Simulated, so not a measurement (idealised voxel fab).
Module name: voxel quadruple lines (process module)
The figure presents cross-section cut, which has a width of 285 nm and is divided into square cells with an edge length of 5 nm.
Cross-section spec: square-cell grid; bands listed top down; each band is one or more rows.
The band entry comprises the height of the band's top followed by the height of its bottom, expressed in nm, and subsequently the band's materials from left to right, each stated together with its width in nm. Where a single material is marked with the word "full width", that material fills the band from edge to edge. The word "air" represents empty space.
Beneath 0, the wafer as received is one material, and that level is where height counting begins. The lowest band goes on downward without a bottom; it is written like "0 down".
Think of "30->40" as a width that walks from the first number to the second as you go down the band, top row to bottom row, taking equal-sized steps from row to row.
Basically "nothing got changed" means that step didn't change any cell in the cross-section.
"Voids lacking openings" lists enclosed empty spaces (at least 8 cells, no open path upward to the top), each as width x height at distance from the left edge, in nm.
Step line, after settings: the simulator's comment on this step.
overlay nm: mask offset rightward from planned place, masked step; negative means leftward offset.

PROCESS STEPS - PLAN
| 1 | RECEIVE,material Si |
| 2 | CONFORMAL_DEP,material Al2O3,thk nm 10 |
| 3 | DIRECTIONAL_DEP,material W,thk nm 10 |
| 4 | DIRECTIONAL_DEP,material polySi,thk nm 20 |
| 5 | DIRECTIONAL_DEP,material aC,thk nm 25 |
| 6 | PATTERN,tone cover,mask id MANDREL,material resist,width nm 30,pitch nm 80,thk nm 35,overlay nm 0 |
| 7 | DIRECTIONAL_ETCH,etch materials aC,depth nm 25 |
| 8 | STRIP,etch materials resist |
| 9 | CONFORMAL_DEP,material SiO2,thk nm 10 |
| 10 | DIRECTIONAL_ETCH,etch materials SiO2,depth nm 10 |
| 11 | STRIP,etch materials aC |
| 12 | DIRECTIONAL_ETCH,etch materials polySi,depth nm 20 |
| 13 | STRIP,etch materials SiO2 |
| 14 | CONFORMAL_DEP,material SiCN,thk nm 5 |
| 15 | DIRECTIONAL_ETCH,etch materials SiCN,depth nm 10 |
| 16 | STRIP,etch materials polySi |
| 17 | DIRECTIONAL_ETCH,etch materials W,depth nm 10 |
| 18 | STRIP,etch materials SiCN |
All wafers enter the flow in the same state. The thk nm at step 14 differs from wafer to wafer, and the plan gives the value for the first wafer.

SECTIONAL VIEW: FIRST OF SEVERAL WAFERS, AS RECEIVED, AFTER STEP 1
	0 down  Si full width
	Voids lacking openings: none

PER WAFER, END OF MODULE: CELLS GAINED (+) OR LOST (-) PER MATERIAL SINCE RECEIPT, THEN CLOSED VOIDS
thk nm 5; +114 Al2O3; +16 W; Voids lacking openings: none
thk nm 10; +114 Al2O3; +32 W; Voids lacking openings: none
thk nm 15; +114 Al2O3; +114 W; +32 polySi; Voids lacking openings: none
thk nm 20; +114 Al2O3; +114 W; +32 polySi; Voids lacking openings: none
thk nm 25; +114 Al2O3; +114 W; +32 polySi; Voids lacking openings: none
